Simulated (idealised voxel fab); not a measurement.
This is a process module. Its name is voxel trench capacitor.
Square cells of 5 nm make up the cross-section cut, whose width is 240 nm.
Cross-section, as written here: a square-cell grid given band by band from the top down, where a band holds one or more rows of cells.
Quick guide to a band line: top height, bottom height (nm) up front; then every material left to right with its width in nm. Only one material and it's marked "edge to edge"? Then it fills the band edge to edge. And "blank" just means empty space.
Heights are measured from 0, the level below which the as-received wafer is all one material; the lowest band has no bottom and continues downward, written as in "0 down".
With a width like "30->40", each row of cells in the band differs from the next by the same amount, the top row carrying the first number and the bottom row the second.
"everything unchanged", as given for a step, is the statement that not any cell of the cross-section underwent a change during that step.
Any empty space of 8 cells or more lacking an open way to the top shows up in "Enclosed cavity list" as width x height at distance, distance from the left edge, in nm.
On a step's line, text after the settings is the simulator commenting on that step.
overlay nm: mask right of planned place by this much (step with mask). Neg. = left.
# The planned process steps are enumerated hereunder
| 1 | RECEIVE with material Si |
| 2 | CONFORMAL_DEP with material SiN, thk nm 10 |
| 3 | MASKED_ETCH with tone open, mask id TRENCH, width nm 25, pitch nm 40, etch materials SiN, depth nm 10, overlay nm -15 |
| 4 | MASKED_ETCH with tone open, mask id TRENCH, width nm 25, pitch nm 40, etch materials Si, depth nm 25, overlay nm 0 |
| 5 | CONFORMAL_DEP with material Al2O3, thk nm 5 |
| 6 | CONFORMAL_DEP with material TiN, thk nm 5 |
| 7 | FILL_DEP with material W, thk nm 10 |
| 8 | CMP with height nm 10 |
Quick note for whoever runs this: the wafers start identical, but the overlay nm at step 3 isn't the same across them. The plan just shows what the first wafer had.
# Cross-section, first of several wafers, as delivered after step 1
> 0 down  Si edge to edge
> Enclosed cavity list: none
# The following table contains a row per wafer, in which are reported, at the conclusion of the module, the cells of each material gained (+) or lost (-) since the wafer's receipt, with its closed voids given thereafter
overlay nm -15; +68 Al2O3; -40 Si; +56 SiN; +12 TiN; Enclosed cavity list: none
overlay nm -10; +68 Al2O3; -60 Si; +56 SiN; +32 TiN; Enclosed cavity list: none
overlay nm -5; +68 Al2O3; -80 Si; +56 SiN; +52 TiN; Enclosed cavity list: none
overlay nm 0; +68 Al2O3; -100 Si; +56 SiN; +52 TiN; +20 W; Enclosed cavity list: none
overlay nm 5; +68 Al2O3; -80 Si; +56 SiN; +52 TiN; Enclosed cavity list: none
overlay nm 10; +68 Al2O3; -60 Si; +56 SiN; +32 TiN; Enclosed cavity list: none
overlay nm 15; +68 Al2O3; -40 Si; +56 SiN; +12 TiN; Enclosed cavity list: none
